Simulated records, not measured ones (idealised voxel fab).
The process module that follows is named voxel fin reveal.
Pictured: cross-section cut, 275 nm wide, on a grid of 5 nm square cells.
When this document writes out a cross-section, it uses a grid of square cells and lists it as bands, beginning at the top and moving down, with a band standing for one or more rows of cells.
The band entry comprises the height of the band's top followed by the height of its bottom, expressed in nm, and subsequently the band's materials from left to right, each stated together with its width in nm. Where a single material is marked with the word "edge to edge", that material fills the band from edge to edge. The word "air" represents empty space.
Heights are measured from 0, the level below which the as-received wafer is all one material; the lowest band has no bottom and continues downward, written as in "0 nm and below".
When a width is written as two numbers, as in "30 to 40", the first number is the width in the top row of cells of the band and the second is the width in its bottom row, and the width changes by the same amount from each row to the next.
"stayed the same" means the step left every cell of the cross-section as it was.
Basically, "Cavities, sealed" tells you about the enclosed voids: empty spaces with no open way to the top, 8 cells or bigger, each written width x height at distance, where distance is from the left edge, all in nm.
On a step's line, text after the settings is the simulator commenting on that step.
When a step includes a mask, the "overlay nm" setting on its line states how far to the right of its planned place that mask lay, and negative values state how far to the left.

# The planned process steps are enumerated hereunder
| 1 | RECEIVE, material Si |
| 2 | CONFORMAL_DEP, material SiN, thk nm 5 |
| 3 | MASKED_ETCH, tone cover, mask id FINS, width nm 15, pitch nm 40, etch materials SiN, depth nm 5, overlay nm 0 |
| 4 | MASKED_ETCH, tone cover, mask id FINS, width nm 15, pitch nm 40, etch materials Si, depth nm 35, overlay nm 0 |
| 5 | FILL_DEP, material SiO2, thk nm 10 |
| 6 | CMP, height nm 5 |
| 7 | SELECTIVE_ETCH, etch materials SiO2, depth nm 25 |
| 8 | STRIP, etch materials SiN |
| 9 | CONFORMAL_DEP, material HfO2, thk nm 5 |

# As-received state of the wafer in cross-section, equivalent to post-step 1
	0 nm and below = Si edge to edge
	Cavities, sealed: none

# Cross-section, first of two wafers, end of module, run as planned
	5 nm to 0 nm = 105 air, 25 HfO2, 15 air, 25 HfO2, 105 air
	0 nm to -15 nm = 105 air, 5 HfO2, 15 Si, 5 HfO2, 15 air, 5 HfO2, 15 Si, 5 HfO2, 105 air
	-15 nm to -20 nm = 110 HfO2, 15 Si, 25 HfO2, 15 Si, 110 HfO2
	-20 nm to -35 nm = 110 SiO2, 15 Si, 25 SiO2, 15 Si, 110 SiO2
	-35 nm and below = Si edge to edge
	Cavities, sealed: none

# This cross-section belongs to the second wafer of two at the end of the module; the start and the plan were shared with the first, and the run included one mistake
	5 nm to 0 nm = 105 air, 25 HfO2, 15 air, 25 HfO2, 105 air
	0 nm to -15 nm = 105 air, 5 HfO2, 15 Si, 5 HfO2, 15 air, 5 HfO2, 15 Si, 5 HfO2, 105 air
	-15 nm to -20 nm = 90 HfO2, 15 air, 5 HfO2, 15 Si, 5 HfO2, 15 air, 5 HfO2, 15 Si, 5 HfO2, 15 air, 90 HfO2
	-20 nm to -25 nm = 85 SiO2, 25 HfO2, 15 Si, 25 HfO2, 15 Si, 25 HfO2, 85 SiO2
	-25 nm to -35 nm = 110 SiO2, 15 Si, 25 SiO2, 15 Si, 110 SiO2
	-35 nm and below = Si edge to edge
	Cavities, sealed: none
Heads up, the wafer didn't run the way we planned it: order of steps 7 and 8 inverted relative to the plan
Bottom line after processing is that, in cells, the second wafer is up or down on some materials versus the first: HfO2: 6 more | SiO2: 15 fewer
